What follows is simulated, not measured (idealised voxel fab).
process module | voxel transistor to metal
cross-section cut | 165 nm wide | cells 5 nm
A cross-section is a grid of square cells, given in bands from the top down. A band is one or more rows of cells.
Each band's line starts with the height of the band's top and of its bottom, in nm. Then come its materials from left to right, each with its width in nm. One material with "throughout" fills the band from edge to edge. "air" is empty space.
Height 0 is the level under which the wafer as received is all one material. The lowest band goes on downwards, as in "0 down".
A width such as "30 to 40" changes by the same amount from each row of cells to the next, from the band's top row to its bottom row.
"no change" after a step means that no cell of the cross-section changed.
closed voids: empty space of 8 cells or more with no open way to the top, each as width x height at its distance from the left edge, in nm
after a step's settings: what the simulator itself notes on the step
overlay nm, on a step with a mask: how far to the right of its planned place the mask lay; to the left if negative
plan
1 op RECEIVE | material Si
2 op CONFORMAL_DEP | material SiO2 | thk nm 5
3 op CONFORMAL_DEP | material SiN | thk nm 15
4 op PATTERN | tone cover | mask id ACTIVE | material resist | width nm 95 | thk nm 15 | overlay nm 0
5 op DIRECTIONAL_ETCH | etch materials SiN | depth nm 15
6 op DIRECTIONAL_ETCH | etch materials SiO2 | depth nm 5
7 op DIRECTIONAL_ETCH | etch materials Si | depth nm 35
8 op STRIP | etch materials resist
9 op FILL_DEP | material SiO2 | thk nm 15
10 op CMP | height nm 20
11 op SELECTIVE_ETCH | etch materials SiO2 | depth nm 10
12 op STRIP | etch materials SiN
13 op SELECTIVE_ETCH | etch materials SiO2 | depth nm 5
14 op OXIDIZE | depth nm 5
15 op DIRECTIONAL_DEP | material polySi | thk nm 25
16 op DIRECTIONAL_DEP | material SiCN | thk nm 10
17 op DIRECTIONAL_DEP | material aC | thk nm 15
18 op PATTERN | tone cover | mask id GATE | material resist | width nm 15 | thk nm 30 | overlay nm 0
19 op DIRECTIONAL_ETCH | etch materials aC | depth nm 15
20 op STRIP | etch materials resist
21 op DIRECTIONAL_ETCH | etch materials SiCN | depth nm 20
22 op DIRECTIONAL_ETCH | etch materials polySi | depth nm 35
23 op STRIP | etch materials aC
24 op CONFORMAL_DEP | material SiN | thk nm 10
25 op DIRECTIONAL_ETCH | etch materials SiN | depth nm 10
26 op DIRECTIONAL_ETCH | etch materials SiO2 | depth nm 5
27 op DIRECTIONAL_ETCH | etch materials Si | depth nm 15
28 op EPI | material pSi | thk nm 20
29 op FILL_DEP | material SiO2 | thk nm 5
30 op CMP | height nm 35
31 op DIRECTIONAL_DEP | material SiO2 | thk nm 15
32 op PATTERN | tone open | mask id CONTACT | material resist | width nm 30 | pitch nm 55 | thk nm 15 | overlay nm 0
33 op DIRECTIONAL_ETCH | etch materials SiO2 | depth nm 35
34 op STRIP | etch materials resist
35 op CONFORMAL_DEP | material TiN | thk nm 5
36 op FILL_DEP | material W | thk nm 10
37 op CMP | height nm 50
38 op CONFORMAL_DEP | material SiCN | thk nm 5
39 op DIRECTIONAL_DEP | material SiO2 | thk nm 25
40 op DIRECTIONAL_DEP | material aC | thk nm 10
41 op PATTERN | tone open | mask id METAL_1 | material resist | width nm 20 | pitch nm 65 | thk nm 25 | overlay nm 0
42 op DIRECTIONAL_ETCH | etch materials aC | depth nm 10
43 op STRIP | etch materials resist
44 op DIRECTIONAL_ETCH | etch materials SiO2 | depth nm 25
45 op DIRECTIONAL_ETCH | etch materials SiCN | depth nm 5
46 op STRIP | etch materials aC
47 op CONFORMAL_DEP | material TiN | thk nm 5
48 op FILL_DEP | material Cu | thk nm 5
49 op CMP | height nm 80
50 op CONFORMAL_DEP | material SiCN | thk nm 5
51 op DIRECTIONAL_DEP | material SiO2 | thk nm 30
52 op DIRECTIONAL_DEP | material aC | thk nm 15
53 op PATTERN | tone open | mask id METAL_2 | material resist | width nm 20 | pitch nm 65 | thk nm 35 | overlay nm 0
54 op DIRECTIONAL_ETCH | etch materials aC | depth nm 15
55 op STRIP | etch materials resist
56 op DIRECTIONAL_ETCH | etch materials SiO2 | depth nm 15
57 op STRIP | etch materials aC
58 op MASKED_ETCH | tone open | mask id METAL_2_HOLES | width nm 15 | pitch nm 65 | etch materials SiO2 | depth nm 15 | overlay nm 0
59 op MASKED_ETCH | tone open | mask id METAL_2_HOLES | width nm 15 | pitch nm 65 | etch materials SiCN | depth nm 5 | overlay nm 0
60 op CONFORMAL_DEP | material TiN | thk nm 5
61 op FILL_DEP | material Cu | thk nm 5
62 op CMP | height nm 115
63 op CONFORMAL_DEP | material SiN | thk nm 5
as received, after step 1
  0 down: Si throughout
  closed voids: none
first wafer at the end, as planned
  120 to 115: SiN throughout
  115 to 105: SiO2 40 | TiN 5 | Cu 10 | TiN 5 | SiO2 45 | TiN 5 | Cu 10 | TiN 5 | SiO2 40
  105 to 100: SiO2 40 | TiN 5 | Cu 5 | TiN 10 | SiO2 45 | TiN 5 | Cu 5 | TiN 10 | SiO2 40
  100 to 85: SiO2 40 | TiN 5 | Cu 5 | TiN 5 | SiO2 50 | TiN 5 | Cu 5 | TiN 5 | SiO2 45
  85 to 80: SiCN 40 | TiN 15 | SiCN 50 | TiN 15 | SiCN 45
  80 to 55: SiO2 40 | TiN 5 | Cu 10 | TiN 5 | SiO2 45 | TiN 5 | Cu 10 | TiN 5 | SiO2 40
  55 to 50: SiCN 40 | TiN 20 | SiCN 45 | TiN 20 | SiCN 40
  50 to 40: SiO2 40 | TiN 5 | W 20 | TiN 5 | SiO2 25 | TiN 5 | W 20 | TiN 5 | SiO2 40
  40 to 35: SiO2 40 | TiN 5 | W 15 | TiN 10 | SiO2 25 | TiN 10 | W 15 | TiN 5 | SiO2 40
  35 to 25: SiO2 40 | TiN 5 | W 15 | TiN 5 | SiN 10 | SiCN 15 | SiN 10 | TiN 5 | W 15 | TiN 5 | SiO2 40
  25 to 20: SiO2 40 | TiN 5 | W 15 | TiN 5 | SiN 10 | polySi 15 | SiN 10 | TiN 5 | W 15 | TiN 5 | SiO2 40
  20 to 15: SiO2 40 | TiN 25 | SiN 10 | polySi 15 | SiN 10 | TiN 25 | SiO2 40
  15 to 5: SiO2 30 | pSi 35 | SiN 10 | polySi 15 | SiN 10 | pSi 35 | SiO2 30
  5 to 0: SiO2 30 | SiN 10 | pSi 25 | SiN 10 | polySi 15 | SiN 10 | pSi 25 | SiN 10 | SiO2 30
  0 to -5: SiO2 40 | pSi 25 | SiO2 35 | pSi 25 | SiO2 40
  -5 to -20: SiO2 35 | Si 5 | pSi 25 | Si 35 | pSi 25 | Si 5 | SiO2 35
  -20 to -35: SiO2 35 | Si 95 | SiO2 35
  -35 down: Si throughout
  closed voids: none
second wafer at the end: like start, like plan, one mistake
  120 to 115: SiN throughout
  115 to 105: SiO2 40 | TiN 5 | Cu 10 | TiN 5 | SiO2 45 | TiN 5 | Cu 10 | TiN 5 | SiO2 40
  105 to 100: SiO2 40 | TiN 5 | Cu 5 | TiN 10 | SiO2 45 | TiN 5 | Cu 5 | TiN 10 | SiO2 40
  100 to 90: SiO2 40 | TiN 5 | Cu 5 | TiN 5 | SiO2 50 | TiN 5 | Cu 5 | TiN 5 | SiO2 45
  90 to 85: SiO2 40 | TiN 15 | SiO2 50 | TiN 15 | SiO2 45
  85 to 80: SiCN 50 | TiN 5 | SiCN 60 | TiN 5 | SiCN 45
  80 to 55: SiO2 40 | TiN 5 | Cu 10 | TiN 5 | SiO2 45 | TiN 5 | Cu 10 | TiN 5 | SiO2 40
  55 to 50: SiCN 40 | TiN 20 | SiCN 45 | TiN 20 | SiCN 40
  50 to 40: SiO2 40 | TiN 5 | W 20 | TiN 5 | SiO2 25 | TiN 5 | W 20 | TiN 5 | SiO2 40
  40 to 35: SiO2 40 | TiN 5 | W 15 | TiN 10 | SiO2 25 | TiN 10 | W 15 | TiN 5 | SiO2 40
  35 to 25: SiO2 40 | TiN 5 | W 15 | TiN 5 | SiN 10 | SiCN 15 | SiN 10 | TiN 5 | W 15 | TiN 5 | SiO2 40
  25 to 20: SiO2 40 | TiN 5 | W 15 | TiN 5 | SiN 10 | polySi 15 | SiN 10 | TiN 5 | W 15 | TiN 5 | SiO2 40
  20 to 15: SiO2 40 | TiN 25 | SiN 10 | polySi 15 | SiN 10 | TiN 25 | SiO2 40
  15 to 5: SiO2 30 | pSi 35 | SiN 10 | polySi 15 | SiN 10 | pSi 35 | SiO2 30
  5 to 0: SiO2 30 | SiN 10 | pSi 25 | SiN 10 | polySi 15 | SiN 10 | pSi 25 | SiN 10 | SiO2 30
  0 to -5: SiO2 40 | pSi 25 | SiO2 35 | pSi 25 | SiO2 40
  -5 to -20: SiO2 35 | Si 5 | pSi 25 | Si 35 | pSi 25 | Si 5 | SiO2 35
  -20 to -35: SiO2 35 | Si 95 | SiO2 35
  -35 down: Si throughout
  closed voids: none
what went wrong: step 59 ran as: op MASKED_ETCH | tone open | mask id METAL_2_HOLES | width nm 15 | pitch nm 65 | etch materials SiCN | depth nm 5 | overlay nm 10
at the end the second wafer has, in cells: 2 fewer of Cu | 4 more of SiCN | 2 fewer of TiN
